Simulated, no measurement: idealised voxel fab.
process module | voxel gate over fins
cross-section cut | 230 nm wide | cells 5 nm
A cross-section is a grid of square cells, given in bands from the top down. A band is one or more rows of cells.
Each band's line starts with the height of the band's top and of its bottom, in nm. Then come its materials from left to right, each with its width in nm. One material with "throughout" fills the band from edge to edge. "air" is empty space.
Height 0 is the level under which the wafer as received is all one material. The lowest band goes on downwards, as in "0 down".
A width such as "30 to 40" changes by the same amount from each row of cells to the next, from the band's top row to its bottom row.
"no change" after a step means that no cell of the cross-section changed.
closed voids: empty space of 8 cells or more with no open way to the top, each as width x height at its distance from the left edge, in nm
after a step's settings: what the simulator itself notes on the step
overlay nm, on a step with a mask: how far to the right of its planned place the mask lay; to the left if negative
plan
1 op RECEIVE | material Si
2 op CONFORMAL_DEP | material SiN | thk nm 10
3 op PATTERN | tone cover | mask id FINS | material resist | width nm 15 | pitch nm 40 | thk nm 15 | overlay nm 0
4 op DIRECTIONAL_ETCH | etch materials SiN | depth nm 10
5 op DIRECTIONAL_ETCH | etch materials Si | depth nm 35
6 op STRIP | etch materials resist
7 op FILL_DEP | material SiO2 | thk nm 5
8 op CMP | height nm 10
9 op SELECTIVE_ETCH | etch materials SiO2 | depth nm 20
10 op STRIP | etch materials SiN
11 op CONFORMAL_DEP | material HfO2 | thk nm 5
12 op CONFORMAL_DEP | material TiN | thk nm 5
13 op CONFORMAL_DEP | material TiAl | thk nm 5
14 op CONFORMAL_DEP | material TiN | thk nm 5
15 op FILL_DEP | material W | thk nm 15
16 op CMP | height nm 30
17 op CONFORMAL_DEP | material SiCN | thk nm 5
as received, after step 1
  0 down: Si throughout
  closed voids: none
first wafer at the end, as planned
  35 to 30: SiCN throughout
  30 to 20: W throughout
  20 to 15: W 45 | TiN 135 | W 50
  15 to 10: W 45 | TiN 5 | TiAl 125 | TiN 5 | W 50
  10 to 5: TiN 50 | TiAl 5 | TiN 35 | TiAl 5 | TiN 35 | TiAl 5 | TiN 35 | TiAl 5 | TiN 55
  5 to 0: TiAl 55 | TiN 5 | HfO2 25 | TiN 5 | TiAl 5 | TiN 5 | HfO2 25 | TiN 5 | TiAl 5 | TiN 5 | HfO2 25 | TiN 5 | TiAl 60
  0 to -5: TiN 60 | HfO2 5 | Si 15 | HfO2 5 | TiN 15 | HfO2 5 | Si 15 | HfO2 5 | TiN 15 | HfO2 5 | Si 15 | HfO2 5 | TiN 65
  -5 to -10: HfO2 65 | Si 15 | HfO2 25 | Si 15 | HfO2 25 | Si 15 | HfO2 70
  -10 to -35: SiO2 65 | Si 15 | SiO2 25 | Si 15 | SiO2 25 | Si 15 | SiO2 70
  -35 down: Si throughout
  closed voids: none
second wafer at the end: like start, like plan, one mistake
  35 to 30: SiCN throughout
  30 to 20: W throughout
  20 to 15: W 50 | TiN 135 | W 45
  15 to 10: W 50 | TiN 5 | TiAl 125 | TiN 5 | W 45
  10 to 5: TiN 55 | TiAl 5 | TiN 35 | TiAl 5 | TiN 35 | TiAl 5 | TiN 35 | TiAl 5 | TiN 50
  5 to 0: TiAl 60 | TiN 5 | HfO2 25 | TiN 5 | TiAl 5 | TiN 5 | HfO2 25 | TiN 5 | TiAl 5 | TiN 5 | HfO2 25 | TiN 5 | TiAl 55
  0 to -5: TiN 65 | HfO2 5 | Si 15 | HfO2 5 | TiN 15 | HfO2 5 | Si 15 | HfO2 5 | TiN 15 | HfO2 5 | Si 15 | HfO2 5 | TiN 60
  -5 to -10: HfO2 70 | Si 15 | HfO2 25 | Si 15 | HfO2 25 | Si 15 | HfO2 65
  -10 to -35: SiO2 70 | Si 15 | SiO2 25 | Si 15 | SiO2 25 | Si 15 | SiO2 65
  -35 down: Si throughout
  closed voids: none
what went wrong: step 3 ran as: op PATTERN | tone cover | mask id FINS | material resist | width nm 15 | pitch nm 40 | thk nm 15 | overlay nm 5
at the end the second wafer has, in cells: as many of each material as the first, in other places
